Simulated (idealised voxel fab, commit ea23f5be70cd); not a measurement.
Documented hereafter: the process module known as voxel quadruple lines.
Cross-section cut spans 200 nm and uses square cells 5 nm in size.
For the purposes of this document, a cross-section shall be understood as a grid of square cells, specified as bands listed in top-to-bottom order, each band consisting of one or more rows of cells. Heads up on the band format: heights come first, top then bottom, in nm. After that it's the materials left to right, each with its width in nm. A single material flagged "all across" fills the whole band edge to edge, and "blank" means there's empty space there. Height reference: 0 = level under which incoming wafer is all one material. Lowest band: no bottom, runs on downward, e.g. "z 0 and below". Quick explanation for "30->40": the width changes in equal steps down the rows of cells, from the first number in the band's top row to the second number in its bottom row. What does "nothing changed" mean for a step? It means no cell of the cross-section changed in that step. "Tabulated closed voids" enumerates empty spaces isolated from the top, with no open way to it, that contain at least 8 cells, giving each as width x height at distance from the left edge, all three in nm. If you see something after the settings on a step's line, that's the simulator's own remark about that step. Steps that use a mask can have "overlay nm" on their line. It says how far the mask sat to the right of where it was meant to be. Negative means to the left.

Process steps foreseen in the plan
1 RECEIVE with material Si
2 CONFORMAL_DEP with material Al2O3, thk nm 10
3 DIRECTIONAL_DEP with material TiN, thk nm 10
4 DIRECTIONAL_DEP with material polySi, thk nm 15
5 DIRECTIONAL_DEP with material aC, thk nm 20
6 PATTERN with tone cover, mask id MANDREL, material resist, width nm 30, thk nm 30, overlay nm 0
7 DIRECTIONAL_ETCH with etch materials aC, depth nm 20
8 STRIP with etch materials resist
9 CONFORMAL_DEP with material SiO2, thk nm 10
10 DIRECTIONAL_ETCH with etch materials SiO2, depth nm 10
11 STRIP with etch materials aC
12 DIRECTIONAL_ETCH with etch materials polySi, depth nm 15
13 STRIP with etch materials SiO2
14 CONFORMAL_DEP with material SiCN, thk nm 10
15 DIRECTIONAL_ETCH with etch materials SiCN, depth nm 10
16 STRIP with etch materials polySi
17 DIRECTIONAL_ETCH with etch materials TiN, depth nm 10
18 STRIP with etch materials SiCN

The first of the two wafers, which ran as planned

Wafer as received: cross-section following step 1
    z 0 and below | Si all across
    Tabulated closed voids: none

Cross-section of the wafer subsequent to step 2
    z 10 to 0 | Al2O3 all across
    Below 0, no change.

Cross-section of the wafer subsequent to step 3
    z 20 to 10 | TiN all across
    Below 10, no change.

Cross-section of the wafer subsequent to step 4
    z 35 to 20 | polySi all across
    Below 20, no change.

Cross-section of the wafer subsequent to step 5
    z 55 to 35 | aC all across
    Below 35, no change.

Cross-section of the wafer subsequent to step 6
    z 85 to 55 | blank 85  resist 30  blank 85
    Below 55, no change.

Cross-section of the wafer subsequent to step 7
    z 65 to 55 | blank 85  resist 30  blank 85
    z 55 to 35 | blank 85  aC 30  blank 85
    Below 35, no change.

Cross-section of the wafer subsequent to step 8
    z 55 to 35 | blank 85  aC 30  blank 85
    Below 35, no change.

Cross-section of the wafer subsequent to step 9
    z 65 to 55 | blank 75  SiO2 50  blank 75
    z 55 to 45 | blank 75  SiO2 10  aC 30  SiO2 10  blank 75
    z 45 to 35 | SiO2 85  aC 30  SiO2 85
    Below 35, no change.

Cross-section of the wafer subsequent to step 10
    z 55 to 35 | blank 75  SiO2 10  aC 30  SiO2 10  blank 75
    Below 35, no change.

Cross-section of the wafer subsequent to step 11
    z 55 to 35 | blank 75  SiO2 10  blank 30  SiO2 10  blank 75
    Below 35, no change.

Cross-section of the wafer subsequent to step 12
    z 55 to 35 | blank 75  SiO2 10  blank 30  SiO2 10  blank 75
    z 35 to 20 | blank 75  polySi 10  blank 30  polySi 10  blank 75
    Below 20, no change.

Cross-section of the wafer subsequent to step 13
    z 35 to 20 | blank 75  polySi 10  blank 30  polySi 10  blank 75
    Below 20, no change.

Cross-section of the wafer subsequent to step 14
    z 45 to 35 | blank 65  SiCN 30  blank 10  SiCN 30  blank 65
    z 35 to 30 | blank 65  SiCN 10  polySi 10  SiCN 10  blank 10  SiCN 10  polySi 10  SiCN 10  blank 65
    z 30 to 20 | SiCN 75  polySi 10  SiCN 30  polySi 10  SiCN 75
    Below 20, no change.

Cross-section of the wafer subsequent to step 15
    z 35 to 20 | blank 65  SiCN 10  polySi 10  SiCN 10  blank 10  SiCN 10  polySi 10  SiCN 10  blank 65
    Below 20, no change.

Cross-section of the wafer subsequent to step 16
    z 35 to 20 | blank 65  SiCN 10  blank 10  SiCN 10  blank 10  SiCN 10  blank 10  SiCN 10  blank 65
    Below 20, no change.

Cross-section of the wafer subsequent to step 17
    z 35 to 20 | blank 65  SiCN 10  blank 10  SiCN 10  blank 10  SiCN 10  blank 10  SiCN 10  blank 65
    z 20 to 10 | blank 65  TiN 10  blank 10  TiN 10  blank 10  TiN 10  blank 10  TiN 10  blank 65
    Below 10, no change.

Cross-section of the wafer subsequent to step 18
    z 20 to 10 | blank 65  TiN 10  blank 10  TiN 10  blank 10  TiN 10  blank 10  TiN 10  blank 65
    Below 10, no change.

What follows concerns the second wafer, which started out like the first and was meant to follow the very same plan; one mistake crept in when it was run, but everything up to and including step 5 is the same as for the first wafer

Second wafer, cross-section, planned end of step 6
    z 85 to 55 | resist 85  blank 30  resist 85
    Below 55, no change.

Second wafer, cross-section, planned end of step 7
    z 65 to 55 | resist 85  blank 30  resist 85
    z 55 to 35 | aC 85  blank 30  aC 85
    Below 35, no change.

Second wafer, cross-section, planned end of step 8
    z 55 to 35 | aC 85  blank 30  aC 85
    Below 35, no change.

Second wafer, cross-section, planned end of step 9
    z 65 to 55 | SiO2 95  blank 10  SiO2 95
    z 55 to 45 | aC 85  SiO2 10  blank 10  SiO2 10  aC 85
    z 45 to 35 | aC 85  SiO2 30  aC 85
    Below 35, no change.

Second wafer, cross-section, planned end of step 10
    z 55 to 35 | aC 85  SiO2 10  blank 10  SiO2 10  aC 85
    Below 35, no change.

Second wafer, cross-section, planned end of step 11
    z 55 to 35 | blank 85  SiO2 10  blank 10  SiO2 10  blank 85
    Below 35, no change.

Second wafer, cross-section, planned end of step 12
    z 55 to 35 | blank 85  SiO2 10  blank 10  SiO2 10  blank 85
    z 35 to 20 | blank 85  polySi 10  blank 10  polySi 10  blank 85
    Below 20, no change.

Second wafer, cross-section, planned end of step 13
    z 35 to 20 | blank 85  polySi 10  blank 10  polySi 10  blank 85
    Below 20, no change.

Second wafer, cross-section, planned end of step 14
    z 45 to 35 | blank 75  SiCN 50  blank 75
    z 35 to 30 | blank 75  SiCN 10  polySi 10  SiCN 10  polySi 10  SiCN 10  blank 75
    z 30 to 20 | SiCN 85  polySi 10  SiCN 10  polySi 10  SiCN 85
    Below 20, no change.

Second wafer, cross-section, planned end of step 15
    z 35 to 20 | blank 75  SiCN 10  polySi 10  SiCN 10  polySi 10  SiCN 10  blank 75
    Below 20, no change.

Second wafer, cross-section, planned end of step 16
    z 35 to 20 | blank 75  SiCN 10  blank 10  SiCN 10  blank 10  SiCN 10  blank 75
    Below 20, no change.

Second wafer, cross-section, planned end of step 17
    z 35 to 20 | blank 75  SiCN 10  blank 10  SiCN 10  blank 10  SiCN 10  blank 75
    z 20 to 10 | blank 75  TiN 10  blank 10  TiN 10  blank 10  TiN 10  blank 75
    Below 10, no change.

Second wafer, cross-section, planned end of step 18
    z 20 to 10 | blank 75  TiN 10  blank 10  TiN 10  blank 10  TiN 10  blank 75
    Below 10, no change.
Error vs. plan: step 6 was not run as planned; what actually ran was PATTERN with tone open, mask id MANDREL, material resist, width nm 30, thk nm 30, overlay nm 0
Wafer comparison, final, in cells, second relative to first, materials more or fewer: 4 fewer of TiN
